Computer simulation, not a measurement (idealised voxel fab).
Process module, titled voxel transistor to metal
Square cell edge 5 nm, section width 215 nm, ID cut.
The cross-sections in this document take the form of a grid made of square cells. They are written out as bands, in order from top to bottom. Each band consists of one or more rows of cells.
Basically the band line says how high the top is and how high the bottom is, in nm, and then what's in it from left to right, every material with its width in nm. Empty space shows up as "air", and if a single material carries "everywhere" it runs the full band edge to edge.
Measure heights from 0. That's the level where, below it, the as-received wafer is all one material. The lowest band is bottomless and extends downward; write it as in "0 -> down".
Note: "30..40" means the width goes from the first number (top row of the band) to the second number (bottom row) in equal steps per row of cells.
A step reported as "stayed the same" is a step in which no cell of the cross-section changed.
"Tabulated closed voids": empty spaces of 8 cells or more with no open way to the top, each given as width x height at distance, distance from the left edge, all in nm.
Formally, on a step line, whatever follows the settings is a remark that the simulator itself makes on the step.
If you see "overlay nm" on a step's line and that step has a mask, it's telling you how far right of where it was planned the mask ended up; a negative number means it went left instead.

Steps planned for the process
1) RECEIVE,material Si
2) OXIDIZE,depth nm 5
3) CONFORMAL_DEP,material SiN,thk nm 15
4) DIRECTIONAL_DEP,material aC,thk nm 10
5) PATTERN,tone cover,mask id ACTIVE,material resist,width nm 115,thk nm 25,overlay nm 0
6) DIRECTIONAL_ETCH,etch materials aC,depth nm 10
7) STRIP,etch materials resist
8) DIRECTIONAL_ETCH,etch materials SiN,depth nm 15
9) DIRECTIONAL_ETCH,etch materials SiO2,depth nm 5
10) DIRECTIONAL_ETCH,etch materials Si,depth nm 25
11) STRIP,etch materials aC
12) OXIDIZE,depth nm 5
13) FILL_DEP,material SiO2,thk nm 15
14) CMP,height nm 15
15) SELECTIVE_ETCH,etch materials SiO2,depth nm 15
16) STRIP,etch materials SiN
17) SELECTIVE_ETCH,etch materials SiO2,depth nm 5
18) OXIDIZE,depth nm 5
19) DIRECTIONAL_DEP,material polySi,thk nm 20
20) DIRECTIONAL_DEP,material SiCN,thk nm 10
21) PATTERN,tone cover,mask id GATE,material resist,width nm 25,thk nm 20,overlay nm 0
22) DIRECTIONAL_ETCH,etch materials SiCN,depth nm 20
23) DIRECTIONAL_ETCH,etch materials polySi,depth nm 30
24) STRIP,etch materials resist
25) CONFORMAL_DEP,material SiN,thk nm 5
26) DIRECTIONAL_ETCH,etch materials SiN,depth nm 5
27) DIRECTIONAL_ETCH,etch materials SiO2,depth nm 5
28) DIRECTIONAL_ETCH,etch materials Si,depth nm 15
29) EPI,material SiGe,thk nm 15
30) FILL_DEP,material SiO2,thk nm 10
31) CMP,height nm 15
32) STRIP,etch materials polySi
33) SELECTIVE_ETCH,etch materials SiO2,depth nm 5
34) CONFORMAL_DEP,material HfO2,thk nm 5
35) CONFORMAL_DEP,material TiN,thk nm 5
36) FILL_DEP,material W,thk nm 10
37) CMP,height nm 10
38) DIRECTIONAL_DEP,material SiO2,thk nm 15
39) PATTERN,tone open,mask id CONTACT,material resist,width nm 20,pitch nm 85,thk nm 20,overlay nm 0
40) DIRECTIONAL_ETCH,etch materials SiO2,depth nm 35
41) STRIP,etch materials resist
42) CONFORMAL_DEP,material TiN,thk nm 5
43) FILL_DEP,material W,thk nm 10
44) CMP,height nm 25
45) DIRECTIONAL_DEP,material TiN,thk nm 5
46) DIRECTIONAL_DEP,material Ru,thk nm 15
47) PATTERN,tone cover,mask id METAL_1,material resist,width nm 20,pitch nm 85,thk nm 20,overlay nm 0
48) DIRECTIONAL_ETCH,etch materials Ru,depth nm 15
49) DIRECTIONAL_ETCH,etch materials TiN,depth nm 5
50) STRIP,etch materials resist
51) CONFORMAL_DEP,material SiCN,thk nm 5
52) FILL_DEP,material lowk,thk nm 10
53) CMP,height nm 45
54) CONFORMAL_DEP,material SiCN,thk nm 5

Cross-section of the wafer as it came to us, i.e., already through step 1
0 -> down = Si everywhere
Tabulated closed voids: none

Here's the cross-section of the first of our two wafers at the end of the module - it ran as planned
50 -> 45 = SiCN everywhere
45 -> 30 = lowk: 50 | SiCN: 5 | Ru: 20 | SiCN: 5 | lowk: 55 | SiCN: 5 | Ru: 20 | SiCN: 5 | lowk: 50
30 -> 25 = SiCN: 55 | TiN: 20 | SiCN: 65 | TiN: 20 | SiCN: 55
25 -> 10 = SiO2: 55 | TiN: 5 | W: 10 | TiN: 5 | SiO2: 65 | TiN: 5 | W: 10 | TiN: 5 | SiO2: 55
10 -> 5 = SiO2: 55 | TiN: 5 | W: 10 | TiN: 5 | SiO2: 15 | SiN: 5 | HfO2: 5 | TiN: 5 | W: 5 | TiN: 5 | HfO2: 5 | SiN: 5 | SiO2: 15 | TiN: 5 | W: 10 | TiN: 5 | SiO2: 55
5 -> 0 = SiO2: 55 | TiN: 5 | W: 10 | TiN: 5 | SiGe: 15 | SiN: 5 | HfO2: 5 | TiN: 5 | W: 5 | TiN: 5 | HfO2: 5 | SiN: 5 | SiGe: 15 | TiN: 5 | W: 10 | TiN: 5 | SiO2: 55
0 -> -5 = SiO2: 55 | TiN: 5 | W: 10 | TiN: 5 | SiGe: 15 | SiN: 5 | HfO2: 5 | TiN: 15 | HfO2: 5 | SiN: 5 | SiGe: 15 | TiN: 5 | W: 10 | TiN: 5 | SiO2: 55
-5 -> -10 = SiO2: 55 | TiN: 20 | SiGe: 15 | HfO2: 35 | SiGe: 15 | TiN: 20 | SiO2: 55
-10 -> -25 = SiO2: 55 | SiGe: 35 | Si: 35 | SiGe: 35 | SiO2: 55
-25 -> -35 = SiO2: 55 | Si: 105 | SiO2: 55
-35 -> down = Si everywhere
Tabulated closed voids: none

Second wafer of the two, sectioned at the end of the module. It began like the first and followed the same plan, but one mistake was made while running it
50 -> 45 = SiCN everywhere
45 -> 30 = lowk: 50 | SiCN: 5 | Ru: 20 | SiCN: 5 | lowk: 55 | SiCN: 5 | Ru: 20 | SiCN: 5 | lowk: 50
30 -> 25 = SiCN: 55 | TiN: 20 | SiCN: 65 | TiN: 20 | SiCN: 55
25 -> 10 = SiO2: 55 | TiN: 5 | W: 10 | TiN: 5 | SiO2: 65 | TiN: 5 | W: 10 | TiN: 5 | SiO2: 55
10 -> 5 = SiO2: 55 | TiN: 5 | W: 10 | TiN: 5 | SiO2: 15 | SiN: 5 | HfO2: 5 | TiN: 5 | polySi: 5 | TiN: 5 | HfO2: 5 | SiN: 5 | SiO2: 15 | TiN: 5 | W: 10 | TiN: 5 | SiO2: 55
5 -> 0 = SiO2: 55 | TiN: 5 | W: 10 | TiN: 5 | SiGe: 15 | SiN: 5 | HfO2: 5 | TiN: 5 | polySi: 5 | TiN: 5 | HfO2: 5 | SiN: 5 | SiGe: 15 | TiN: 5 | W: 10 | TiN: 5 | SiO2: 55
0 -> -5 = SiO2: 55 | TiN: 5 | W: 10 | TiN: 5 | SiGe: 15 | SiN: 5 | HfO2: 5 | TiN: 15 | HfO2: 5 | SiN: 5 | SiGe: 15 | TiN: 5 | W: 10 | TiN: 5 | SiO2: 55
-5 -> -10 = SiO2: 55 | TiN: 20 | SiGe: 15 | HfO2: 35 | SiGe: 15 | TiN: 20 | SiO2: 55
-10 -> -25 = SiO2: 55 | SiGe: 35 | Si: 35 | SiGe: 35 | SiO2: 55
-25 -> -35 = SiO2: 55 | Si: 105 | SiO2: 55
-35 -> down = Si everywhere
Tabulated closed voids: none
Run error: step 36 ran differently from the plan; actual operation with settings: FILL_DEP,material polySi,thk nm 10
At the finish, the second wafer shows more or fewer cells for some materials than the first does: W: 2 fewer; polySi: 2 more
